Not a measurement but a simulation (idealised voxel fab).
This section sets out a process module, namely voxel wiring stack.
We display cut, a cross-section 230 nm in width whose square cells are each 5 nm.
Cross-section spec: square-cell grid; bands listed top down; each band is one or more rows.
A band entry consists of two parts. The first gives the height of the band's top and the height of its bottom, in nm. The rest lists the band's materials from left to right, each with its width in nm. A single material labelled with the word "throughout" fills the band from edge to edge, and the word "blank" marks empty space.
Heights are reckoned from 0. Under this level, the received wafer is all of one material. The bottommost band is open-ended downward, for example "0..down".
A two-number width, for instance "30->40", indicates that the width is equal to the first number in the top row of the band and to the second number in the bottom row, and that it changes by a constant amount per row of cells.
It should be understood that the words "same as before", when stated for a given step, signify that the cross-section underwent no change in any of its cells during that step.
Entry "Closed empty spaces". Content: empty spaces with no open connection to the top, size 8 cells or greater. Each: width x height at distance. Distance: from left edge. Unit: nm.
On a step's line, text after the settings is the simulator commenting on that step.
On any step carrying a mask, the "overlay nm" setting, if present on the step's line, tells how far right of its planned place the mask lay; negative values point to the left.

# Steps planned for the process
| 1 | op RECEIVE | material Si |
| 2 | op CONFORMAL_DEP | material SiO2 | thk nm 10 |
| 3 | op DIRECTIONAL_DEP | material TiN | thk nm 5 |
| 4 | op DIRECTIONAL_DEP | material Ru | thk nm 25 |
| 5 | op MASKED_ETCH | tone cover | mask id METAL_1 | width nm 25 | pitch nm 40 | etch materials Ru | depth nm 25 | overlay nm 0 |
| 6 | op MASKED_ETCH | tone cover | mask id METAL_1 | width nm 25 | pitch nm 40 | etch materials TiN | depth nm 5 | overlay nm 0 |
| 7 | op CONFORMAL_DEP | material SiN | thk nm 5 |
| 8 | op FILL_DEP | material lowk | thk nm 10 |
| 9 | op CMP | height nm 40 |
| 10 | op CONFORMAL_DEP | material SiCN | thk nm 5 |
| 11 | op DIRECTIONAL_DEP | material SiO2 | thk nm 15 |
| 12 | op DIRECTIONAL_DEP | material aC | thk nm 15 |
| 13 | op PATTERN | tone open | mask id PLUG_1 | material resist | width nm 15 | pitch nm 80 | thk nm 35 | overlay nm 0 |
| 14 | op DIRECTIONAL_ETCH | etch materials aC | depth nm 15 |
| 15 | op STRIP | etch materials resist |
| 16 | op DIRECTIONAL_ETCH | etch materials SiO2 | depth nm 15 |
| 17 | op DIRECTIONAL_ETCH | etch materials SiCN | depth nm 5 |
| 18 | op STRIP | etch materials aC |
| 19 | op CONFORMAL_DEP | material TiN | thk nm 5 |
| 20 | op FILL_DEP | material Ru | thk nm 5 |
| 21 | op CMP | height nm 60 |
| 22 | op DIRECTIONAL_DEP | material TiN | thk nm 5 |
| 23 | op DIRECTIONAL_DEP | material Ru | thk nm 20 |
| 24 | op MASKED_ETCH | tone cover | mask id METAL_2 | width nm 25 | pitch nm 40 | etch materials Ru | depth nm 20 | overlay nm 0 |
| 25 | op MASKED_ETCH | tone cover | mask id METAL_2 | width nm 25 | pitch nm 40 | etch materials TiN | depth nm 5 | overlay nm 0 |
| 26 | op CONFORMAL_DEP | material SiN | thk nm 5 |
| 27 | op FILL_DEP | material lowk | thk nm 10 |
| 28 | op CMP | height nm 85 |
| 29 | op CONFORMAL_DEP | material SiCN | thk nm 5 |

# Cross-sectional view of the wafer in its as-received condition, corresponding to the state after step 1
0..down = Si throughout
Closed empty spaces: none

# Module complete - cross-section of the first of two wafers, run according to plan
90..85 = SiCN throughout
85..65 = 35 nm lowk | 5 nm SiN | 25 nm Ru | 5 nm SiN | 5 nm lowk | 5 nm SiN | 25 nm Ru | 5 nm SiN | 5 nm lowk | 5 nm SiN | 25 nm Ru | 5 nm SiN | 5 nm lowk | 5 nm SiN | 25 nm Ru | 5 nm SiN | 40 nm lowk
65..60 = 40 nm SiN | 25 nm TiN | 15 nm SiN | 25 nm TiN | 15 nm SiN | 25 nm TiN | 15 nm SiN | 25 nm TiN | 45 nm SiN
60..45 = 40 nm SiO2 | 5 nm TiN | 5 nm Ru | 5 nm TiN | 65 nm SiO2 | 5 nm TiN | 5 nm Ru | 5 nm TiN | 95 nm SiO2
45..40 = 40 nm SiCN | 15 nm TiN | 65 nm SiCN | 15 nm TiN | 95 nm SiCN
40..15 = 35 nm lowk | 5 nm SiN | 25 nm Ru | 5 nm SiN | 5 nm lowk | 5 nm SiN | 25 nm Ru | 5 nm SiN | 5 nm lowk | 5 nm SiN | 25 nm Ru | 5 nm SiN | 5 nm lowk | 5 nm SiN | 25 nm Ru | 5 nm SiN | 40 nm lowk
15..10 = 40 nm SiN | 25 nm TiN | 15 nm SiN | 25 nm TiN | 15 nm SiN | 25 nm TiN | 15 nm SiN | 25 nm TiN | 45 nm SiN
10..0 = SiO2 throughout
0..down = Si throughout
Closed empty spaces: none

# Wafer two, end of module, cross-section. Same start, same plan as wafer one. One mistake in the run
90..85 = SiCN throughout
85..70 = 35 nm lowk | 5 nm SiN | 25 nm Ru | 5 nm SiN | 5 nm lowk | 5 nm SiN | 25 nm Ru | 5 nm SiN | 5 nm lowk | 5 nm SiN | 25 nm Ru | 5 nm SiN | 5 nm lowk | 5 nm SiN | 25 nm Ru | 5 nm SiN | 40 nm lowk
70..65 = 35 nm lowk | 5 nm SiN | 25 nm Ru | 15 nm SiN | 25 nm Ru | 15 nm SiN | 25 nm Ru | 15 nm SiN | 25 nm Ru | 10 nm SiN | 35 nm lowk
65..60 = 40 nm SiN | 30 nm TiN | 10 nm SiN | 30 nm TiN | 10 nm SiN | 30 nm TiN | 10 nm SiN | 30 nm TiN | 40 nm SiN
60..45 = 40 nm SiO2 | 5 nm TiN | 5 nm Ru | 5 nm TiN | 65 nm SiO2 | 5 nm TiN | 5 nm Ru | 5 nm TiN | 95 nm SiO2
45..40 = 40 nm SiCN | 15 nm TiN | 65 nm SiCN | 15 nm TiN | 95 nm SiCN
40..15 = 35 nm lowk | 5 nm SiN | 25 nm Ru | 5 nm SiN | 5 nm lowk | 5 nm SiN | 25 nm Ru | 5 nm SiN | 5 nm lowk | 5 nm SiN | 25 nm Ru | 5 nm SiN | 5 nm lowk | 5 nm SiN | 25 nm Ru | 5 nm SiN | 40 nm lowk
15..10 = 40 nm SiN | 25 nm TiN | 15 nm SiN | 25 nm TiN | 15 nm SiN | 25 nm TiN | 15 nm SiN | 25 nm TiN | 45 nm SiN
10..0 = SiO2 throughout
0..down = Si throughout
Closed empty spaces: none
Against the plan, the run slipped here: step 25, actual vs plan mismatch, actual run op MASKED_ETCH | tone cover | mask id METAL_2 | width nm 25 | pitch nm 40 | etch materials TiN | depth nm 5 | overlay nm 5
Wafer comparison, final, in cells, second relative to first, materials more or fewer: 4 more of TiN | 4 fewer of lowk
